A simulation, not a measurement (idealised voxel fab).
Process module, titled voxel wiring stack
Square cell edge 5 nm, section width 230 nm, ID cut.
Cross-section layout: square cells on a grid; listed as bands, top to bottom; a band spans one or more cell rows.
It is stipulated that each band's entry specify, in nanometres, the height of the top of the band and then that of its bottom, followed by the materials of the band in left-to-right sequence, each together with its width in nanometres. A single material marked by the word "edge to edge" is understood to fill the band from edge to edge; the word "blank" is understood to denote empty space.
Note: height 0 marks the level under which the wafer is uniformly one material as received. Lowest band unbounded below, written "0 nm and below".
With a width like "30 to 40", each row of cells in the band differs from the next by the same amount, the top row carrying the first number and the bottom row the second.
Any step labelled "nothing changed" changed none of the cells in the cross-section.
Entry "Closed cavities" = empty spaces >= 8 cells with no open way to the top; each as width x height at distance, distance from left edge, all nm.
Whatever follows a step's settings on its line is a remark the simulator itself makes about that step.
A step line may carry the setting "overlay nm", which, for steps involving a mask, states the distance by which the mask lay to the right of its intended position; negative values denote displacement to the left.
[Here's what the planned process steps look like]
1,RECEIVE [material Si]
2,CONFORMAL_DEP [material SiO2] [thk nm 10]
3,DIRECTIONAL_DEP [material TiN] [thk nm 5]
4,DIRECTIONAL_DEP [material W] [thk nm 20]
5,DIRECTIONAL_DEP [material aC] [thk nm 10]
6,PATTERN [tone cover] [mask id METAL_1] [material resist] [width nm 25] [pitch nm 55] [thk nm 30] [overlay nm 0]
7,DIRECTIONAL_ETCH [etch materials aC] [depth nm 10]
8,STRIP [etch materials resist]
9,DIRECTIONAL_ETCH [etch materials W] [depth nm 20]
10,DIRECTIONAL_ETCH [etch materials TiN] [depth nm 5]
11,STRIP [etch materials aC]
12,CONFORMAL_DEP [material SiN] [thk nm 5]
13,FILL_DEP [material lowk] [thk nm 5]
14,CMP [height nm 35]
15,CONFORMAL_DEP [material SiCN] [thk nm 5]
16,DIRECTIONAL_DEP [material lowk] [thk nm 30]
17,DIRECTIONAL_DEP [material aC] [thk nm 15]
18,PATTERN [tone open] [mask id METAL_2_HOLES] [material resist] [width nm 15] [pitch nm 110] [thk nm 35] [overlay nm 0]
19,DIRECTIONAL_ETCH [etch materials aC] [depth nm 15]
20,STRIP [etch materials resist]
21,DIRECTIONAL_ETCH [etch materials lowk] [depth nm 30]
22,STRIP [etch materials aC]
23,DIRECTIONAL_DEP [material aC] [thk nm 10]
24,PATTERN [tone open] [mask id METAL_2] [material resist] [width nm 25] [pitch nm 55] [thk nm 25] [overlay nm 0]
25,DIRECTIONAL_ETCH [etch materials aC] [depth nm 10]
26,STRIP [etch materials resist]
27,DIRECTIONAL_ETCH [etch materials lowk] [depth nm 20]
28,DIRECTIONAL_ETCH [etch materials SiCN] [depth nm 5]
29,STRIP [etch materials aC]
30,CONFORMAL_DEP [material TiN] [thk nm 5]
31,FILL_DEP [material Cu] [thk nm 10]
32,CMP [height nm 70]
33,CONFORMAL_DEP [material SiCN] [thk nm 5]
34,DIRECTIONAL_DEP [material SiO2] [thk nm 30]
35,MASKED_ETCH [tone open] [mask id METAL_3_HOLES] [width nm 15] [pitch nm 110] [etch materials SiO2] [depth nm 30] [overlay nm 0]
36,PATTERN [tone open] [mask id METAL_3] [material resist] [width nm 25] [pitch nm 55] [thk nm 15] [overlay nm 0]
37,DIRECTIONAL_ETCH [etch materials SiO2] [depth nm 15]
38,DIRECTIONAL_ETCH [etch materials SiCN] [depth nm 5]
39,STRIP [etch materials resist]
40,CONFORMAL_DEP [material TiN] [thk nm 5]
41,FILL_DEP [material Cu] [thk nm 10]
42,CMP [height nm 105]
43,CONFORMAL_DEP [material SiCN] [thk nm 5]
44,DIRECTIONAL_DEP [material SiO2] [thk nm 15]
45,PATTERN [tone open] [mask id PLUG_3] [material resist] [width nm 15] [pitch nm 55] [thk nm 15] [overlay nm 0]
46,DIRECTIONAL_ETCH [etch materials SiO2] [depth nm 15]
47,DIRECTIONAL_ETCH [etch materials SiCN] [depth nm 5]
48,STRIP [etch materials resist]
49,EPI [material Ru] [thk nm 10]
50,EPI [material Ru] [thk nm 10]
51,DIRECTIONAL_DEP [material TiN] [thk nm 5]
52,DIRECTIONAL_DEP [material Ru] [thk nm 20]
53,DIRECTIONAL_DEP [material aC] [thk nm 15]
54,PATTERN [tone cover] [mask id METAL_4] [material resist] [width nm 25] [pitch nm 55] [thk nm 35] [overlay nm 0]
55,DIRECTIONAL_ETCH [etch materials aC] [depth nm 15]
56,STRIP [etch materials resist]
57,DIRECTIONAL_ETCH [etch materials Ru] [depth nm 20]
58,DIRECTIONAL_ETCH [etch materials TiN] [depth nm 5]
59,STRIP [etch materials aC]
60,CONFORMAL_DEP [material SiCN] [thk nm 5]
61,FILL_DEP [material lowk] [thk nm 5]
62,CMP [height nm 150]
63,CONFORMAL_DEP [material SiCN] [thk nm 5]
[This is the cross-section of the wafer as we received it, i.e. after step 1]
  0 nm and below = Si edge to edge
  Closed cavities: none
[Look at the cross-section after the module: the wafer started out the way shown above and the plan was the one shown above, yet one mistake was made along the way]
  155 nm to 150 nm = SiCN edge to edge
  150 nm to 140 nm = lowk 30 to 15 nm | SiCN 5 to 20 nm | Ru 10 nm | SiCN 5 nm | lowk 35 to 20 nm | SiCN 5 to 20 nm | Ru 10 nm | SiCN 5 nm | lowk 35 to 20 nm | SiCN 5 to 20 nm | Ru 10 nm | SiCN 5 nm | lowk 35 to 20 nm | SiCN 5 to 20 nm | Ru 10 nm | SiCN 5 nm | lowk 15 nm
  140 nm to 130 nm = lowk 15 nm | SiCN 5 nm | Ru 25 nm | SiCN 5 nm | lowk 20 nm | SiCN 5 nm | Ru 25 nm | SiCN 5 nm | lowk 20 nm | SiCN 5 nm | Ru 25 nm | SiCN 5 nm | lowk 20 nm | SiCN 5 nm | Ru 25 nm | SiCN 5 nm | lowk 15 nm
  130 nm to 125 nm = SiCN 20 nm | Ru 15 nm | TiN 10 nm | SiCN 30 nm | Ru 15 nm | TiN 10 nm | SiCN 30 nm | Ru 15 nm | TiN 10 nm | SiCN 30 nm | Ru 15 nm | TiN 10 nm | SiCN 20 nm
  125 nm to 120 nm = SiO2 20 nm | Ru 15 nm | SiO2 40 nm | Ru 15 nm | SiO2 40 nm | Ru 15 nm | SiO2 40 nm | Ru 15 nm | SiO2 30 nm
  120 nm to 115 nm = SiO2 20 nm | TiN 15 nm | SiO2 40 nm | TiN 15 nm | SiO2 40 nm | TiN 15 nm | SiO2 40 nm | TiN 15 nm | SiO2 30 nm
  115 nm to 110 nm = SiO2 20 nm | Ru 15 nm | SiO2 40 nm | Ru 15 nm | SiO2 40 nm | Ru 15 nm | SiO2 40 nm | Ru 15 nm | SiO2 30 nm
  110 nm to 105 nm = SiCN 20 nm | Ru 15 nm | SiCN 40 nm | Ru 15 nm | SiCN 40 nm | Ru 15 nm | SiCN 40 nm | Ru 15 nm | SiCN 30 nm
  105 nm to 95 nm = SiO2 20 nm | TiN 5 nm | Cu 15 nm | TiN 5 nm | SiO2 30 nm | TiN 5 nm | Cu 15 nm | TiN 5 nm | SiO2 30 nm | TiN 5 nm | Cu 15 nm | TiN 5 nm | SiO2 30 nm | TiN 5 nm | Cu 15 nm | TiN 5 nm | SiO2 20 nm
  95 nm to 90 nm = SiO2 20 nm | TiN 5 nm | Cu 5 nm | TiN 15 nm | SiO2 30 nm | TiN 25 nm | SiO2 30 nm | TiN 5 nm | Cu 5 nm | TiN 15 nm | SiO2 30 nm | TiN 25 nm | SiO2 20 nm
  90 nm to 75 nm = SiO2 20 nm | TiN 5 nm | Cu 5 nm | TiN 5 nm | SiO2 95 nm | TiN 5 nm | Cu 5 nm | TiN 5 nm | SiO2 85 nm
  75 nm to 70 nm = SiCN 20 nm | TiN 15 nm | SiCN 95 nm | TiN 15 nm | SiCN 85 nm
  70 nm to 55 nm = lowk 20 nm | TiN 5 nm | Cu 15 nm | TiN 5 nm | lowk 30 nm | TiN 5 nm | Cu 15 nm | TiN 5 nm | lowk 30 nm | TiN 5 nm | Cu 15 nm | TiN 5 nm | lowk 30 nm | TiN 5 nm | Cu 15 nm | TiN 5 nm | lowk 20 nm
  55 nm to 50 nm = lowk 20 nm | TiN 5 nm | Cu 5 nm | TiN 15 nm | lowk 30 nm | TiN 25 nm | lowk 30 nm | TiN 5 nm | Cu 5 nm | TiN 15 nm | lowk 30 nm | TiN 25 nm | lowk 20 nm
  50 nm to 40 nm = lowk 20 nm | TiN 5 nm | Cu 5 nm | TiN 5 nm | lowk 95 nm | TiN 5 nm | Cu 5 nm | TiN 5 nm | lowk 85 nm
  40 nm to 35 nm = SiCN 20 nm | TiN 15 nm | SiCN 95 nm | TiN 15 nm | SiCN 85 nm
  35 nm to 15 nm = lowk 15 nm | SiN 5 nm | W 25 nm | SiN 5 nm | lowk 20 nm | SiN 5 nm | W 25 nm | SiN 5 nm | lowk 20 nm | SiN 5 nm | W 25 nm | SiN 5 nm | lowk 20 nm | SiN 5 nm | W 25 nm | SiN 5 nm | lowk 15 nm
  15 nm to 10 nm = SiN 20 nm | TiN 25 nm | SiN 30 nm | TiN 25 nm | SiN 30 nm | TiN 25 nm | SiN 30 nm | TiN 25 nm | SiN 20 nm
  10 nm to 0 nm = SiO2 edge to edge
  0 nm and below = Si edge to edge
  Closed cavities: none
Diagnosis: the omission of one of the mutually identical steps 49 and 50 has occurred, the particular step concerned being indeterminable
